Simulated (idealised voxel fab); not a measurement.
process module | voxel air gaps
cross-section cut | 300 nm wide | cells 5 nm
A cross-section is a grid of square cells, given in bands from the top down. A band is one or more rows of cells.
Each band's line starts with the height of the band's top and of its bottom, in nm. Then come its materials from left to right, each with its width in nm. One material with "throughout" fills the band from edge to edge. "air" is empty space.
Height 0 is the level under which the wafer as received is all one material. The lowest band goes on downwards, as in "0 down".
A width such as "30 to 40" changes by the same amount from each row of cells to the next, from the band's top row to its bottom row.
"no change" after a step means that no cell of the cross-section changed.
closed voids: empty space of 8 cells or more with no open way to the top, each as width x height at its distance from the left edge, in nm
after a step's settings: what the simulator itself notes on the step
overlay nm, on a step with a mask: how far to the right of its planned place the mask lay; to the left if negative
Each pair below shows a cross-section before one step and the cross-section after it, down to the lowest band that changed. The line under each pair gives the step between them, with its settings. The pairs can come from different runs of this module on the same starting wafer, so a pair continues from the pair above only where its "before" says so.
before
  0 down: Si throughout
  closed voids: none
after
  10 to 0: SiO2 throughout
  below 0: unchanged
  closed voids: none
the step between: op CONFORMAL_DEP | material SiO2 | thk nm 10
before: the cross-section after the pair above
after
  15 to 10: SiN throughout
  below 10: unchanged
  closed voids: none
the step between: op CONFORMAL_DEP | material SiN | thk nm 5
before: the cross-section after the pair above
after
  50 to 15: SiO2 throughout
  below 15: unchanged
  closed voids: none
the step between: op DIRECTIONAL_DEP | material SiO2 | thk nm 35
before: the cross-section after the pair above
after
  50 to 15: SiO2 80 | air 15 | SiO2 25 | air 15 | SiO2 25 | air 15 | SiO2 25 | air 15 | SiO2 85
  below 15: unchanged
  closed voids: none
the step between: op MASKED_ETCH | tone open | mask id LINES | width nm 15 | pitch nm 40 | etch materials SiO2 | depth nm 35 | overlay nm 0
before: the cross-section after the pair above
after
  55 to 50: TiN 85 | air 5 | TiN 35 | air 5 | TiN 35 | air 5 | TiN 35 | air 5 | TiN 90
  50 to 20: SiO2 80 | TiN 5 | air 5 | TiN 5 | SiO2 25 | TiN 5 | air 5 | TiN 5 | SiO2 25 | TiN 5 | air 5 | TiN 5 | SiO2 25 | TiN 5 | air 5 | TiN 5 | SiO2 85
  20 to 15: SiO2 80 | TiN 15 | SiO2 25 | TiN 15 | SiO2 25 | TiN 15 | SiO2 25 | TiN 15 | SiO2 85
  below 15: unchanged
  closed voids: none
the step between: op CONFORMAL_DEP | material TiN | thk nm 5
before: the cross-section after the pair above
after
  65 to 55: W throughout
  55 to 50: TiN 85 | W 5 | TiN 35 | W 5 | TiN 35 | W 5 | TiN 35 | W 5 | TiN 90
  50 to 20: SiO2 80 | TiN 5 | W 5 | TiN 5 | SiO2 25 | TiN 5 | W 5 | TiN 5 | SiO2 25 | TiN 5 | W 5 | TiN 5 | SiO2 25 | TiN 5 | W 5 | TiN 5 | SiO2 85
  below 20: unchanged
  closed voids: none
the step between: op FILL_DEP | material W | thk nm 10
before: the cross-section after the pair above
after
  50 to 20: SiO2 80 | TiN 5 | W 5 | TiN 5 | SiO2 25 | TiN 5 | W 5 | TiN 5 | SiO2 25 | TiN 5 | W 5 | TiN 5 | SiO2 25 | TiN 5 | W 5 | TiN 5 | SiO2 85
  below 20: unchanged
  closed voids: none
the step between: op CMP | height nm 50
before: the cross-section after the pair above
after
  60 to 50: air 70 | Ru 35 | air 5 | Ru 35 | air 5 | Ru 35 | air 5 | Ru 35 | air 75
  below 50: unchanged
  closed voids: none
the step between: op EPI | material Ru | thk nm 10
before: the cross-section after the pair above
after
  60 to 50: air 70 | Ru 35 | air 5 | Ru 35 | air 5 | Ru 35 | air 5 | Ru 35 | air 75
  50 to 20: air 80 | TiN 5 | W 5 | TiN 5 | air 25 | TiN 5 | W 5 | TiN 5 | air 25 | TiN 5 | W 5 | TiN 5 | air 25 | TiN 5 | W 5 | TiN 5 | air 85
  20 to 15: air 80 | TiN 15 | air 25 | TiN 15 | air 25 | TiN 15 | air 25 | TiN 15 | air 85
  below 15: unchanged
  closed voids: none
the step between: op SELECTIVE_ETCH | etch materials SiO2 | depth nm 45
before: the cross-section after the pair above
after
  65 to 60: air 65 | SiCN 165 | air 70
  60 to 50: air 65 | SiCN 5 | Ru 35 | SiCN 5 | Ru 35 | SiCN 5 | Ru 35 | SiCN 5 | Ru 35 | SiCN 5 | air 70
  50 to 45: air 65 | SiCN 15 | TiN 5 | W 5 | TiN 5 | SiCN 25 | TiN 5 | W 5 | TiN 5 | SiCN 25 | TiN 5 | W 5 | TiN 5 | SiCN 25 | TiN 5 | W 5 | TiN 5 | SiCN 15 | air 70
  45 to 20: air 75 | SiCN 5 | TiN 5 | W 5 | TiN 5 | SiCN 5 | air 15 | SiCN 5 | TiN 5 | W 5 | TiN 5 | SiCN 5 | air 15 | SiCN 5 | TiN 5 | W 5 | TiN 5 | SiCN 5 | air 15 | SiCN 5 | TiN 5 | W 5 | TiN 5 | SiCN 5 | air 80
  20 to 15: SiCN 80 | TiN 15 | SiCN 25 | TiN 15 | SiCN 25 | TiN 15 | SiCN 25 | TiN 15 | SiCN 85
  below 15: unchanged
  closed voids: 15 x 25 at 100; 15 x 25 at 140; 15 x 25 at 180
the step between: op CONFORMAL_DEP | material SiCN | thk nm 5
before
  65 to 55: W throughout
  55 to 50: TiN 85 | W 5 | TiN 35 | W 5 | TiN 35 | W 5 | TiN 35 | W 5 | TiN 90
  50 to 20: SiO2 80 | TiN 5 | W 5 | TiN 5 | SiO2 25 | TiN 5 | W 5 | TiN 5 | SiO2 25 | TiN 5 | W 5 | TiN 5 | SiO2 25 | TiN 5 | W 5 | TiN 5 | SiO2 85
  20 to 15: SiO2 80 | TiN 15 | SiO2 25 | TiN 15 | SiO2 25 | TiN 15 | SiO2 25 | TiN 15 | SiO2 85
  15 to 10: SiN throughout
  10 to 0: SiO2 throughout
  0 down: Si throughout
  closed voids: none
after
  75 to 65: Ru throughout
  below 65: unchanged
  closed voids: none
the step between: op EPI | material Ru | thk nm 10
before: the cross-section after the pair above
after
  80 to 75: SiCN throughout
  below 75: unchanged
  closed voids: none
the step between: op CONFORMAL_DEP | material SiCN | thk nm 5
before
  60 to 50: air 70 | Ru 35 | air 5 | Ru 35 | air 5 | Ru 35 | air 5 | Ru 35 | air 75
  50 to 20: SiO2 80 | TiN 5 | W 5 | TiN 5 | SiO2 25 | TiN 5 | W 5 | TiN 5 | SiO2 25 | TiN 5 | W 5 | TiN 5 | SiO2 25 | TiN 5 | W 5 | TiN 5 | SiO2 85
  20 to 15: SiO2 80 | TiN 15 | SiO2 25 | TiN 15 | SiO2 25 | TiN 15 | SiO2 25 | TiN 15 | SiO2 85
  15 to 10: SiN throughout
  10 to 0: SiO2 throughout
  0 down: Si throughout
  closed voids: none
after
  70 to 50: air 60 | Ru 175 | air 65
  below 50: unchanged
  closed voids: none
the step between: op EPI | material Ru | thk nm 10
before: the cross-section after the pair above
after
  70 to 50: air 60 | Ru 175 | air 65
  50 to 20: air 80 | TiN 5 | W 5 | TiN 5 | SiO2 25 | TiN 5 | W 5 | TiN 5 | SiO2 25 | TiN 5 | W 5 | TiN 5 | SiO2 25 | TiN 5 | W 5 | TiN 5 | air 85
  20 to 15: air 80 | TiN 15 | SiO2 25 | TiN 15 | SiO2 25 | TiN 15 | SiO2 25 | TiN 15 | air 85
  below 15: unchanged
  closed voids: none
the step between: op SELECTIVE_ETCH | etch materials SiO2 | depth nm 45
before: the cross-section after the pair above
after
  75 to 70: air 55 | SiCN 185 | air 60
  70 to 50: air 55 | SiCN 5 | Ru 175 | SiCN 5 | air 60
  50 to 45: air 55 | SiCN 25 | TiN 5 | W 5 | TiN 5 | SiO2 25 | TiN 5 | W 5 | TiN 5 | SiO2 25 | TiN 5 | W 5 | TiN 5 | SiO2 25 | TiN 5 | W 5 | TiN 5 | SiCN 25 | air 60
  45 to 20: air 75 | SiCN 5 | TiN 5 | W 5 | TiN 5 | SiO2 25 | TiN 5 | W 5 | TiN 5 | SiO2 25 | TiN 5 | W 5 | TiN 5 | SiO2 25 | TiN 5 | W 5 | TiN 5 | SiCN 5 | air 80
  20 to 15: SiCN 80 | TiN 15 | SiO2 25 | TiN 15 | SiO2 25 | TiN 15 | SiO2 25 | TiN 15 | SiCN 85
  below 15: unchanged
  closed voids: none
the step between: op CONFORMAL_DEP | material SiCN | thk nm 5
before
  50 to 20: SiO2 80 | TiN 5 | W 5 | TiN 5 | SiO2 25 | TiN 5 | W 5 | TiN 5 | SiO2 25 | TiN 5 | W 5 | TiN 5 | SiO2 25 | TiN 5 | W 5 | TiN 5 | SiO2 85
  20 to 15: SiO2 80 | TiN 15 | SiO2 25 | TiN 15 | SiO2 25 | TiN 15 | SiO2 25 | TiN 15 | SiO2 85
  15 to 10: SiN throughout
  10 to 0: SiO2 throughout
  0 down: Si throughout
  closed voids: none
after
  50 to 20: air 80 | TiN 5 | W 5 | TiN 5 | air 25 | TiN 5 | W 5 | TiN 5 | air 25 | TiN 5 | W 5 | TiN 5 | air 25 | TiN 5 | W 5 | TiN 5 | air 85
  20 to 15: air 80 | TiN 15 | air 25 | TiN 15 | air 25 | TiN 15 | air 25 | TiN 15 | air 85
  below 15: unchanged
  closed voids: none
the step between: op SELECTIVE_ETCH | etch materials SiO2 | depth nm 45
before: the cross-section after the pair above
after
  60 to 50: air 70 | Ru 35 | air 5 | Ru 35 | air 5 | Ru 35 | air 5 | Ru 35 | air 75
  50 to 20: air 70 | Ru 10 | TiN 5 | W 5 | TiN 5 | Ru 10 | air 5 | Ru 10 | TiN 5 | W 5 | TiN 5 | Ru 10 | air 5 | Ru 10 | TiN 5 | W 5 | TiN 5 | Ru 10 | air 5 | Ru 10 | TiN 5 | W 5 | TiN 5 | Ru 10 | air 75
  20 to 15: air 70 | Ru 10 | TiN 15 | Ru 10 | air 5 | Ru 10 | TiN 15 | Ru 10 | air 5 | Ru 10 | TiN 15 | Ru 10 | air 5 | Ru 10 | TiN 15 | Ru 10 | air 75
  below 15: unchanged
  closed voids: none
the step between: op EPI | material Ru | thk nm 10
before: the cross-section after the pair above
after
  65 to 60: air 65 | SiCN 165 | air 70
  60 to 50: air 65 | SiCN 5 | Ru 35 | SiCN 5 | Ru 35 | SiCN 5 | Ru 35 | SiCN 5 | Ru 35 | SiCN 5 | air 70
  50 to 20: air 65 | SiCN 5 | Ru 10 | TiN 5 | W 5 | TiN 5 | Ru 10 | SiCN 5 | Ru 10 | TiN 5 | W 5 | TiN 5 | Ru 10 | SiCN 5 | Ru 10 | TiN 5 | W 5 | TiN 5 | Ru 10 | SiCN 5 | Ru 10 | TiN 5 | W 5 | TiN 5 | Ru 10 | SiCN 5 | air 70
  20 to 15: SiCN 70 | Ru 10 | TiN 15 | Ru 10 | SiCN 5 | Ru 10 | TiN 15 | Ru 10 | SiCN 5 | Ru 10 | TiN 15 | Ru 10 | SiCN 5 | Ru 10 | TiN 15 | Ru 10 | SiCN 75
  below 15: unchanged
  closed voids: none
the step between: op CONFORMAL_DEP | material SiCN | thk nm 5
before
  60 to 50: air 70 | Ru 35 | air 5 | Ru 35 | air 5 | Ru 35 | air 5 | Ru 35 | air 75
  50 to 20: air 80 | TiN 5 | W 5 | TiN 5 | air 25 | TiN 5 | W 5 | TiN 5 | air 25 | TiN 5 | W 5 | TiN 5 | air 25 | TiN 5 | W 5 | TiN 5 | air 85
  20 to 15: air 80 | TiN 15 | air 25 | TiN 15 | air 25 | TiN 15 | air 25 | TiN 15 | air 85
  15 to 10: SiN throughout
  10 to 0: SiO2 throughout
  0 down: Si throughout
  closed voids: none
after
  75 to 60: air 55 | SiCN 185 | air 60
  60 to 50: air 55 | SiCN 15 | Ru 35 | SiCN 5 | Ru 35 | SiCN 5 | Ru 35 | SiCN 5 | Ru 35 | SiCN 15 | air 60
  50 to 45: air 55 | SiCN 25 | TiN 5 | W 5 | TiN 5 | SiCN 25 | TiN 5 | W 5 | TiN 5 | SiCN 25 | TiN 5 | W 5 | TiN 5 | SiCN 25 | TiN 5 | W 5 | TiN 5 | SiCN 25 | air 60
  45 to 35: air 55 | SiCN 25 | TiN 5 | W 5 | TiN 5 | SiCN 5 | air 15 | SiCN 5 | TiN 5 | W 5 | TiN 5 | SiCN 5 | air 15 | SiCN 5 | TiN 5 | W 5 | TiN 5 | SiCN 5 | air 15 | SiCN 5 | TiN 5 | W 5 | TiN 5 | SiCN 25 | air 60
  35 to 30: air 65 | SiCN 15 | TiN 5 | W 5 | TiN 5 | SiCN 5 | air 15 | SiCN 5 | TiN 5 | W 5 | TiN 5 | SiCN 5 | air 15 | SiCN 5 | TiN 5 | W 5 | TiN 5 | SiCN 5 | air 15 | SiCN 5 | TiN 5 | W 5 | TiN 5 | SiCN 15 | air 70
  30 to 20: SiCN 80 | TiN 5 | W 5 | TiN 5 | SiCN 5 | air 15 | SiCN 5 | TiN 5 | W 5 | TiN 5 | SiCN 5 | air 15 | SiCN 5 | TiN 5 | W 5 | TiN 5 | SiCN 5 | air 15 | SiCN 5 | TiN 5 | W 5 | TiN 5 | SiCN 85
  20 to 15: SiCN 80 | TiN 15 | SiCN 25 | TiN 15 | SiCN 25 | TiN 15 | SiCN 25 | TiN 15 | SiCN 85
  below 15: unchanged
  closed voids: 15 x 25 at 100; 15 x 25 at 140; 15 x 25 at 180
the step between: op CONFORMAL_DEP | material SiCN | thk nm 15
before
  50 to 15: SiO2 throughout
  15 to 10: SiN throughout
  10 to 0: SiO2 throughout
  0 down: Si throughout
  closed voids: none
after
  50 to 15: SiO2 80 | air 20 | SiO2 20 | air 20 | SiO2 20 | air 20 | SiO2 20 | air 20 | SiO2 80
  below 15: unchanged
  closed voids: none
the step between: op MASKED_ETCH | tone open | mask id LINES | width nm 20 | pitch nm 40 | etch materials SiO2 | depth nm 35 | overlay nm 0
before: the cross-section after the pair above
after
  55 to 50: TiN 85 | air 10 | TiN 30 | air 10 | TiN 30 | air 10 | TiN 30 | air 10 | TiN 85
  50 to 20: SiO2 80 | TiN 5 | air 10 | TiN 5 | SiO2 20 | TiN 5 | air 10 | TiN 5 | SiO2 20 | TiN 5 | air 10 | TiN 5 | SiO2 20 | TiN 5 | air 10 | TiN 5 | SiO2 80
  20 to 15: SiO2 80 | TiN 20 | SiO2 20 | TiN 20 | SiO2 20 | TiN 20 | SiO2 20 | TiN 20 | SiO2 80
  below 15: unchanged
  closed voids: none
the step between: op CONFORMAL_DEP | material TiN | thk nm 5
before: the cross-section after the pair above
after
  65 to 55: W throughout
  55 to 50: TiN 85 | W 10 | TiN 30 | W 10 | TiN 30 | W 10 | TiN 30 | W 10 | TiN 85
  50 to 20: SiO2 80 | TiN 5 | W 10 | TiN 5 | SiO2 20 | TiN 5 | W 10 | TiN 5 | SiO2 20 | TiN 5 | W 10 | TiN 5 | SiO2 20 | TiN 5 | W 10 | TiN 5 | SiO2 80
  below 20: unchanged
  closed voids: none
the step between: op FILL_DEP | material W | thk nm 10
before: the cross-section after the pair above
after
  50 to 20: SiO2 80 | TiN 5 | W 10 | TiN 5 | SiO2 20 | TiN 5 | W 10 | TiN 5 | SiO2 20 | TiN 5 | W 10 | TiN 5 | SiO2 20 | TiN 5 | W 10 | TiN 5 | SiO2 80
  below 20: unchanged
  closed voids: none
the step between: op CMP | height nm 50
before: the cross-section after the pair above
after
  60 to 50: air 70 | Ru 160 | air 70
  below 50: unchanged
  closed voids: none
the step between: op EPI | material Ru | thk nm 10
before: the cross-section after the pair above
after
  60 to 50: air 70 | Ru 160 | air 70
  50 to 20: air 80 | TiN 5 | W 10 | TiN 5 | SiO2 20 | TiN 5 | W 10 | TiN 5 | SiO2 20 | TiN 5 | W 10 | TiN 5 | SiO2 20 | TiN 5 | W 10 | TiN 5 | air 80
  20 to 15: air 80 | TiN 20 | SiO2 20 | TiN 20 | SiO2 20 | TiN 20 | SiO2 20 | TiN 20 | air 80
  below 15: unchanged
  closed voids: none
the step between: op SELECTIVE_ETCH | etch materials SiO2 | depth nm 45
before: the cross-section after the pair above
after
  65 to 60: air 65 | SiCN 170 | air 65
  60 to 50: air 65 | SiCN 5 | Ru 160 | SiCN 5 | air 65
  50 to 45: air 65 | SiCN 15 | TiN 5 | W 10 | TiN 5 | SiO2 20 | TiN 5 | W 10 | TiN 5 | SiO2 20 | TiN 5 | W 10 | TiN 5 | SiO2 20 | TiN 5 | W 10 | TiN 5 | SiCN 15 | air 65
  45 to 20: air 75 | SiCN 5 | TiN 5 | W 10 | TiN 5 | SiO2 20 | TiN 5 | W 10 | TiN 5 | SiO2 20 | TiN 5 | W 10 | TiN 5 | SiO2 20 | TiN 5 | W 10 | TiN 5 | SiCN 5 | air 75
  20 to 15: SiCN 80 | TiN 20 | SiO2 20 | TiN 20 | SiO2 20 | TiN 20 | SiO2 20 | TiN 20 | SiCN 80
  below 15: unchanged
  closed voids: none
the step between: op CONFORMAL_DEP | material SiCN | thk nm 5
before
  50 to 15: SiO2 throughout
  15 to 10: SiN throughout
  10 to 0: SiO2 throughout
  0 down: Si throughout
  closed voids: none
after
  50 to 15: SiO2 70 | air 15 | SiO2 25 | air 15 | SiO2 25 | air 15 | SiO2 25 | air 15 | SiO2 95
  below 15: unchanged
  closed voids: none
the step between: op MASKED_ETCH | tone open | mask id LINES | width nm 15 | pitch nm 40 | etch materials SiO2 | depth nm 35 | overlay nm -10
before: the cross-section after the pair above
after
  55 to 50: TiN 75 | air 5 | TiN 35 | air 5 | TiN 35 | air 5 | TiN 35 | air 5 | TiN 100
  50 to 20: SiO2 70 | TiN 5 | air 5 | TiN 5 | SiO2 25 | TiN 5 | air 5 | TiN 5 | SiO2 25 | TiN 5 | air 5 | TiN 5 | SiO2 25 | TiN 5 | air 5 | TiN 5 | SiO2 95
  20 to 15: SiO2 70 | TiN 15 | SiO2 25 | TiN 15 | SiO2 25 | TiN 15 | SiO2 25 | TiN 15 | SiO2 95
  below 15: unchanged
  closed voids: none
the step between: op CONFORMAL_DEP | material TiN | thk nm 5
before: the cross-section after the pair above
after
  65 to 55: W throughout
  55 to 50: TiN 75 | W 5 | TiN 35 | W 5 | TiN 35 | W 5 | TiN 35 | W 5 | TiN 100
  50 to 20: SiO2 70 | TiN 5 | W 5 | TiN 5 | SiO2 25 | TiN 5 | W 5 | TiN 5 | SiO2 25 | TiN 5 | W 5 | TiN 5 | SiO2 25 | TiN 5 | W 5 | TiN 5 | SiO2 95
  below 20: unchanged
  closed voids: none
the step between: op FILL_DEP | material W | thk nm 10
before: the cross-section after the pair above
after
  50 to 20: SiO2 70 | TiN 5 | W 5 | TiN 5 | SiO2 25 | TiN 5 | W 5 | TiN 5 | SiO2 25 | TiN 5 | W 5 | TiN 5 | SiO2 25 | TiN 5 | W 5 | TiN 5 | SiO2 95
  below 20: unchanged
  closed voids: none
the step between: op CMP | height nm 50
before: the cross-section after the pair above
after
  60 to 50: air 60 | Ru 35 | air 5 | Ru 35 | air 5 | Ru 35 | air 5 | Ru 35 | air 85
  below 50: unchanged
  closed voids: none
the step between: op EPI | material Ru | thk nm 10
before: the cross-section after the pair above
after
  60 to 50: air 60 | Ru 35 | air 5 | Ru 35 | air 5 | Ru 35 | air 5 | Ru 35 | air 85
  50 to 20: air 70 | TiN 5 | W 5 | TiN 5 | air 25 | TiN 5 | W 5 | TiN 5 | air 25 | TiN 5 | W 5 | TiN 5 | air 25 | TiN 5 | W 5 | TiN 5 | air 95
  20 to 15: air 70 | TiN 15 | air 25 | TiN 15 | air 25 | TiN 15 | air 25 | TiN 15 | air 95
  below 15: unchanged
  closed voids: none
the step between: op SELECTIVE_ETCH | etch materials SiO2 | depth nm 45
before: the cross-section after the pair above
after
  65 to 60: air 55 | SiCN 165 | air 80
  60 to 50: air 55 | SiCN 5 | Ru 35 | SiCN 5 | Ru 35 | SiCN 5 | Ru 35 | SiCN 5 | Ru 35 | SiCN 5 | air 80
  50 to 45: air 55 | SiCN 15 | TiN 5 | W 5 | TiN 5 | SiCN 25 | TiN 5 | W 5 | TiN 5 | SiCN 25 | TiN 5 | W 5 | TiN 5 | SiCN 25 | TiN 5 | W 5 | TiN 5 | SiCN 15 | air 80
  45 to 20: air 65 | SiCN 5 | TiN 5 | W 5 | TiN 5 | SiCN 5 | air 15 | SiCN 5 | TiN 5 | W 5 | TiN 5 | SiCN 5 | air 15 | SiCN 5 | TiN 5 | W 5 | TiN 5 | SiCN 5 | air 15 | SiCN 5 | TiN 5 | W 5 | TiN 5 | SiCN 5 | air 90
  20 to 15: SiCN 70 | TiN 15 | SiCN 25 | TiN 15 | SiCN 25 | TiN 15 | SiCN 25 | TiN 15 | SiCN 95
  below 15: unchanged
  closed voids: 15 x 25 at 90; 15 x 25 at 130; 15 x 25 at 170
the step between: op CONFORMAL_DEP | material SiCN | thk nm 5
before
  10 to 0: SiO2 throughout
  0 down: Si throughout
  closed voids: none
after
  15 to 10: TiN throughout
  below 10: unchanged
  closed voids: none
the step between: op CONFORMAL_DEP | material TiN | thk nm 5
before: the cross-section after the pair above
after
  50 to 15: SiO2 throughout
  below 15: unchanged
  closed voids: none
the step between: op DIRECTIONAL_DEP | material SiO2 | thk nm 35
before: the cross-section after the pair above
after
  50 to 15: SiO2 80 | air 15 | SiO2 25 | air 15 | SiO2 25 | air 15 | SiO2 25 | air 15 | SiO2 85
  below 15: unchanged
  closed voids: none
the step between: op MASKED_ETCH | tone open | mask id LINES | width nm 15 | pitch nm 40 | etch materials SiO2 | depth nm 35 | overlay nm 0
before: the cross-section after the pair above
after
  55 to 50: TiN 85 | air 5 | TiN 35 | air 5 | TiN 35 | air 5 | TiN 35 | air 5 | TiN 90
  50 to 20: SiO2 80 | TiN 5 | air 5 | TiN 5 | SiO2 25 | TiN 5 | air 5 | TiN 5 | SiO2 25 | TiN 5 | air 5 | TiN 5 | SiO2 25 | TiN 5 | air 5 | TiN 5 | SiO2 85
  20 to 15: SiO2 80 | TiN 15 | SiO2 25 | TiN 15 | SiO2 25 | TiN 15 | SiO2 25 | TiN 15 | SiO2 85
  below 15: unchanged
  closed voids: none
the step between: op CONFORMAL_DEP | material TiN | thk nm 5
before: the cross-section after the pair above
after
  65 to 55: W throughout
  55 to 50: TiN 85 | W 5 | TiN 35 | W 5 | TiN 35 | W 5 | TiN 35 | W 5 | TiN 90
  50 to 20: SiO2 80 | TiN 5 | W 5 | TiN 5 | SiO2 25 | TiN 5 | W 5 | TiN 5 | SiO2 25 | TiN 5 | W 5 | TiN 5 | SiO2 25 | TiN 5 | W 5 | TiN 5 | SiO2 85
  below 20: unchanged
  closed voids: none
the step between: op FILL_DEP | material W | thk nm 10
before: the cross-section after the pair above
after
  50 to 20: SiO2 80 | TiN 5 | W 5 | TiN 5 | SiO2 25 | TiN 5 | W 5 | TiN 5 | SiO2 25 | TiN 5 | W 5 | TiN 5 | SiO2 25 | TiN 5 | W 5 | TiN 5 | SiO2 85
  below 20: unchanged
  closed voids: none
the step between: op CMP | height nm 50
before: the cross-section after the pair above
after
  60 to 50: air 70 | Ru 35 | air 5 | Ru 35 | air 5 | Ru 35 | air 5 | Ru 35 | air 75
  below 50: unchanged
  closed voids: none
the step between: op EPI | material Ru | thk nm 10
before: the cross-section after the pair above
after
  60 to 50: air 70 | Ru 35 | air 5 | Ru 35 | air 5 | Ru 35 | air 5 | Ru 35 | air 75
  50 to 20: air 80 | TiN 5 | W 5 | TiN 5 | air 25 | TiN 5 | W 5 | TiN 5 | air 25 | TiN 5 | W 5 | TiN 5 | air 25 | TiN 5 | W 5 | TiN 5 | air 85
  20 to 15: air 80 | TiN 15 | air 25 | TiN 15 | air 25 | TiN 15 | air 25 | TiN 15 | air 85
  below 15: unchanged
  closed voids: none
the step between: op SELECTIVE_ETCH | etch materials SiO2 | depth nm 45
before: the cross-section after the pair above
after
  65 to 60: air 65 | SiCN 165 | air 70
  60 to 50: air 65 | SiCN 5 | Ru 35 | SiCN 5 | Ru 35 | SiCN 5 | Ru 35 | SiCN 5 | Ru 35 | SiCN 5 | air 70
  50 to 45: air 65 | SiCN 15 | TiN 5 | W 5 | TiN 5 | SiCN 25 | TiN 5 | W 5 | TiN 5 | SiCN 25 | TiN 5 | W 5 | TiN 5 | SiCN 25 | TiN 5 | W 5 | TiN 5 | SiCN 15 | air 70
  45 to 20: air 75 | SiCN 5 | TiN 5 | W 5 | TiN 5 | SiCN 5 | air 15 | SiCN 5 | TiN 5 | W 5 | TiN 5 | SiCN 5 | air 15 | SiCN 5 | TiN 5 | W 5 | TiN 5 | SiCN 5 | air 15 | SiCN 5 | TiN 5 | W 5 | TiN 5 | SiCN 5 | air 80
  20 to 15: SiCN 80 | TiN 15 | SiCN 25 | TiN 15 | SiCN 25 | TiN 15 | SiCN 25 | TiN 15 | SiCN 85
  below 15: unchanged
  closed voids: 15 x 25 at 100; 15 x 25 at 140; 15 x 25 at 180
the step between: op CONFORMAL_DEP | material SiCN | thk nm 5
before
  50 to 15: SiO2 throughout
  15 to 10: SiN throughout
  10 to 0: SiO2 throughout
  0 down: Si throughout
  closed voids: none
after
  50 to 15: air 80 | SiO2 15 | air 25 | SiO2 15 | air 25 | SiO2 15 | air 25 | SiO2 15 | air 85
  below 15: unchanged
  closed voids: none
the step between: op MASKED_ETCH | tone cover | mask id LINES | width nm 15 | pitch nm 40 | etch materials SiO2 | depth nm 35 | overlay nm 0
before: the cross-section after the pair above
after
  55 to 50: air 75 | TiN 25 | air 15 | TiN 25 | air 15 | TiN 25 | air 15 | TiN 25 | air 80
  50 to 20: air 75 | TiN 5 | SiO2 15 | TiN 5 | air 15 | TiN 5 | SiO2 15 | TiN 5 | air 15 | TiN 5 | SiO2 15 | TiN 5 | air 15 | TiN 5 | SiO2 15 | TiN 5 | air 80
  20 to 15: TiN 80 | SiO2 15 | TiN 25 | SiO2 15 | TiN 25 | SiO2 15 | TiN 25 | SiO2 15 | TiN 85
  below 15: unchanged
  closed voids: none
the step between: op CONFORMAL_DEP | material TiN | thk nm 5
before: the cross-section after the pair above
after
  65 to 55: W throughout
  55 to 50: W 75 | TiN 25 | W 15 | TiN 25 | W 15 | TiN 25 | W 15 | TiN 25 | W 80
  50 to 20: W 75 | TiN 5 | SiO2 15 | TiN 5 | W 15 | TiN 5 | SiO2 15 | TiN 5 | W 15 | TiN 5 | SiO2 15 | TiN 5 | W 15 | TiN 5 | SiO2 15 | TiN 5 | W 80
  below 20: unchanged
  closed voids: none
the step between: op FILL_DEP | material W | thk nm 10
before: the cross-section after the pair above
after
  50 to 20: W 75 | TiN 5 | SiO2 15 | TiN 5 | W 15 | TiN 5 | SiO2 15 | TiN 5 | W 15 | TiN 5 | SiO2 15 | TiN 5 | W 15 | TiN 5 | SiO2 15 | TiN 5 | W 80
  below 20: unchanged
  closed voids: none
the step between: op CMP | height nm 50
before: the cross-section after the pair above
after
  60 to 50: Ru throughout
  below 50: unchanged
  closed voids: none
the step between: op EPI | material Ru | thk nm 10
before: the cross-section after the pair above
after
  65 to 60: SiCN throughout
  below 60: unchanged
  closed voids: none
the step between: op CONFORMAL_DEP | material SiCN | thk nm 5
